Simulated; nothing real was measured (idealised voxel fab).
The document below concerns the process module designated voxel capacitor over wiring.
Shown is cross-section cut, with a width of 195 nm and square cells of size 5 nm.
Bands, listed from the top down, are how a cross-section gets written in this document; the cross-section itself is a grid of square cells, and a band is one or more rows of them. Band: top and bottom heights (nm) first, top before bottom; then materials from left to right, widths in nm. "throughout" marks a sole material filling the band edge to edge. "empty" denotes empty space. Heights are reckoned from 0. Under this level, the received wafer is all of one material. The bottommost band is open-ended downward, for example "0..down". Graded width ("30..40"): value in top row of band = first number; value in bottom row = second number; row-to-row change constant. When a step is marked "all unchanged", none of the cells in the cross-section changed during that step. Enclosed voids (no open way to top), threshold 8 cells or more, entry "Closed internal cavities", notation width x height at distance, distance from left edge, nm. Whatever follows a step's settings on its line is a remark the simulator itself makes about that step. overlay nm: for a step with a mask, the amount by which the mask lay right of where it was planned; a negative amount means left of it.
Process steps (planned):
1 RECEIVE | material Si
2 CONFORMAL_DEP | material SiO2 | thk nm 15
3 CONFORMAL_DEP | material SiN | thk nm 5
4 DIRECTIONAL_DEP | material SiO2 | thk nm 20
5 DIRECTIONAL_DEP | material aC | thk nm 15
6 PATTERN | tone open | mask id METAL_1 | material resist | width nm 25 | pitch nm 75 | thk nm 35 | overlay nm 0
7 DIRECTIONAL_ETCH | etch materials aC | depth nm 15
8 STRIP | etch materials resist
9 DIRECTIONAL_ETCH | etch materials SiO2 | depth nm 20
10 DIRECTIONAL_ETCH | etch materials SiN | depth nm 5
11 STRIP | etch materials aC
12 CONFORMAL_DEP | material TiN | thk nm 5
13 FILL_DEP | material Ru | thk nm 5
14 CMP | height nm 40
15 CONFORMAL_DEP | material SiCN | thk nm 5
16 DIRECTIONAL_DEP | material lowk | thk nm 10
17 MASKED_ETCH | tone open | mask id PLUG_1 | width nm 15 | etch materials lowk | depth nm 10 | overlay nm 0
18 MASKED_ETCH | tone open | mask id PLUG_1 | width nm 15 | etch materials SiCN | depth nm 5 | overlay nm -15
19 EPI | material Ru | thk nm 10
20 EPI | material Ru | thk nm 5
21 DIRECTIONAL_DEP | material TiN | thk nm 10
22 DIRECTIONAL_DEP | material HfO2 | thk nm 5
23 DIRECTIONAL_DEP | material TiN | thk nm 10
24 PATTERN | tone cover | mask id UPPER_PLATE | material resist | width nm 55 | thk nm 15 | overlay nm 0
25 DIRECTIONAL_ETCH | etch materials TiN | depth nm 10
26 DIRECTIONAL_ETCH | etch materials HfO2 | depth nm 5
27 STRIP | etch materials resist
28 PATTERN | tone cover | mask id LOWER_PLATE | material resist | width nm 65 | thk nm 15 | overlay nm 0
29 DIRECTIONAL_ETCH | etch materials TiN | depth nm 10
30 STRIP | etch materials resist
31 FILL_DEP | material SiO2 | thk nm 20
32 CMP | height nm 95
33 PATTERN | tone open | mask id PLUG_2 | material resist | width nm 15 | thk nm 20 | overlay nm 0
34 DIRECTIONAL_ETCH | etch materials SiO2 | depth nm 15
35 STRIP | etch materials resist
36 CONFORMAL_DEP | material TiN | thk nm 5
37 FILL_DEP | material Ru | thk nm 5
38 CMP | height nm 95
39 CONFORMAL_DEP | material SiCN | thk nm 5
The value of overlay nm given for step 18 in the plan refers to the first wafer; the wafers vary in this setting and are alike at the start.
Received wafers, first of several: cross-section after step 1:
  0..down | Si throughout
  Closed internal cavities: none
Per wafer (row), end of module: delta in cells per material since receipt, (+) for gained, (-) for lost; closed voids after that:
overlay nm -15; +11 HfO2; +26 Ru; +78 SiCN; +29 SiN; +483 SiO2; +81 TiN; +72 lowk; Closed internal cavities: none
overlay nm -10; +11 HfO2; +33 Ru; +77 SiCN; +29 SiN; +477 SiO2; +81 TiN; +72 lowk; Closed internal cavities: none
overlay nm -5; +11 HfO2; +34 Ru; +76 SiCN; +29 SiN; +477 SiO2; +81 TiN; +72 lowk; Closed internal cavities: none
overlay nm 0; +11 HfO2; +35 Ru; +75 SiCN; +29 SiN; +477 SiO2; +81 TiN; +72 lowk; Closed internal cavities: none
overlay nm 5; +11 HfO2; +34 Ru; +76 SiCN; +29 SiN; +477 SiO2; +81 TiN; +72 lowk; Closed internal cavities: none
overlay nm 10; +11 HfO2; +33 Ru; +77 SiCN; +29 SiN; +477 SiO2; +81 TiN; +72 lowk; Closed internal cavities: none
overlay nm 15; +11 HfO2; +26 Ru; +78 SiCN; +29 SiN; +483 SiO2; +81 TiN; +72 lowk; Closed internal cavities: none
